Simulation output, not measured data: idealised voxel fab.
Herein follows the process module entitled voxel tone inversion.
Section shown: cut. Width: 290 nm. Cell size: 5 nm, square.
Each cross-section below is a grid of square cells, stated as bands in top-down order, with one or more rows of cells making up each band. First you get the band's top height and its bottom height, in nm, and then the materials it's made of, left to right, with each width in nm. If you see a single material with "all across", that one covers the band edge to edge. "blank" is empty space. Note: height 0 marks the level under which the wafer is uniformly one material as received. Lowest band unbounded below, written "0 down". The notation "30->40" denotes a width that varies across the rows of cells in the band, beginning at the first number in the top row, finishing at the second number in the bottom row, and changing by an identical amount from each row to the next. The cross-section has no changed cell in any step marked "everything unchanged". Empty spaces without an open route to the top, at least 8 cells in extent, make up the entry "Sealed-off cavities"; each is given as width x height at distance, where the distance is measured from the left edge, and all are in nm. If you see something after the settings on a step's line, that's the simulator's own remark about that step. "overlay nm" answers the question of how far to the right of plan the mask lay on a step that has a mask, and when it is negative the answer is to the left.
## Process steps foreseen in the plan
1,RECEIVE | material Si
2,CONFORMAL_DEP | material SiCN | thk nm 10
3,DIRECTIONAL_DEP | material polySi | thk nm 15
4,PATTERN | tone cover | mask id POSTS | material resist | width nm 25 | pitch nm 45 | thk nm 25 | overlay nm 0
5,DIRECTIONAL_ETCH | etch materials polySi | depth nm 15
6,STRIP | etch materials resist
7,FILL_DEP | material lowk | thk nm 5
8,CMP | height nm 25
9,STRIP | etch materials polySi
## Step 1 complete: cross-section of the wafer as received
	0 down = Si all across
	Sealed-off cavities: none
## Cross-section, first of two wafers, end of module, run as planned
	25 to 10 = 65 of lowk / 25 of blank / 20 of lowk / 25 of blank / 20 of lowk / 25 of blank / 20 of lowk / 25 of blank / 65 of lowk
	10 to 0 = SiCN all across
	0 down = Si all across
	Sealed-off cavities: none
## Presented here is a cross-section of the second of the two wafers as it stood at the end of the module. It was started in the same manner and assigned the same plan as the first wafer; however, one mistake was made in its execution
	25 to 10 = 65 of blank / 25 of lowk / 20 of blank / 25 of lowk / 20 of blank / 25 of lowk / 20 of blank / 25 of lowk / 65 of blank
	10 to 0 = SiCN all across
	0 down = Si all across
	Sealed-off cavities: none
In executing the process, a mistake was made relative to the plan: step 4 did not use the planned setting and instead ran as PATTERN | tone open | mask id POSTS | material resist | width nm 25 | pitch nm 45 | thk nm 25 | overlay nm 0
The closing comparison, in cells, has the second wafer with more or fewer of some materials than the first: lowk: 54 fewer
